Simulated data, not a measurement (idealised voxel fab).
process module | voxel spacer lines
cross-section cut | 175 nm wide | cells 5 nm
A cross-section is a grid of square cells, given in bands from the top down. A band is one or more rows of cells.
Each band's line starts with the height of the band's top and of its bottom, in nm. Then come its materials from left to right, each with its width in nm. One material with "throughout" fills the band from edge to edge. "air" is empty space.
Height 0 is the level under which the wafer as received is all one material. The lowest band goes on downwards, as in "0 down".
A width such as "30 to 40" changes by the same amount from each row of cells to the next, from the band's top row to its bottom row.
"no change" after a step means that no cell of the cross-section changed.
closed voids: empty space of 8 cells or more with no open way to the top, each as width x height at its distance from the left edge, in nm
after a step's settings: what the simulator itself notes on the step
overlay nm, on a step with a mask: how far to the right of its planned place the mask lay; to the left if negative
plan
1 op RECEIVE | material Si
2 op CONFORMAL_DEP | material Al2O3 | thk nm 5
3 op DIRECTIONAL_DEP | material SiN | thk nm 15
4 op DIRECTIONAL_DEP | material aC | thk nm 25
5 op PATTERN | tone cover | mask id MANDREL | material resist | width nm 15 | pitch nm 50 | thk nm 30 | overlay nm 0
6 op DIRECTIONAL_ETCH | etch materials aC | depth nm 25
7 op STRIP | etch materials resist
8 op CONFORMAL_DEP | material SiO2 | thk nm 10
9 op DIRECTIONAL_ETCH | etch materials SiO2 | depth nm 10
10 op STRIP | etch materials aC
11 op DIRECTIONAL_ETCH | etch materials SiN | depth nm 15
12 op STRIP | etch materials SiO2
as received, after step 1
  0 down: Si throughout
  closed voids: none
first wafer at the end, as planned
  20 to 5: air 20 | SiN 10 | air 15 | SiN 10 | air 15 | SiN 10 | air 15 | SiN 10 | air 15 | SiN 10 | air 15 | SiN 10 | air 20
  5 to 0: Al2O3 throughout
  0 down: Si throughout
  closed voids: none
second wafer at the end: like start, like plan, one mistake
  15 to 0: air 20 | SiN 10 | air 15 | SiN 10 | air 15 | SiN 10 | air 15 | SiN 10 | air 15 | SiN 10 | air 15 | SiN 10 | air 20
  0 down: Si throughout
  closed voids: none
what went wrong: step 2 was left out
at the end the second wafer has, in cells: 35 fewer of Al2O3
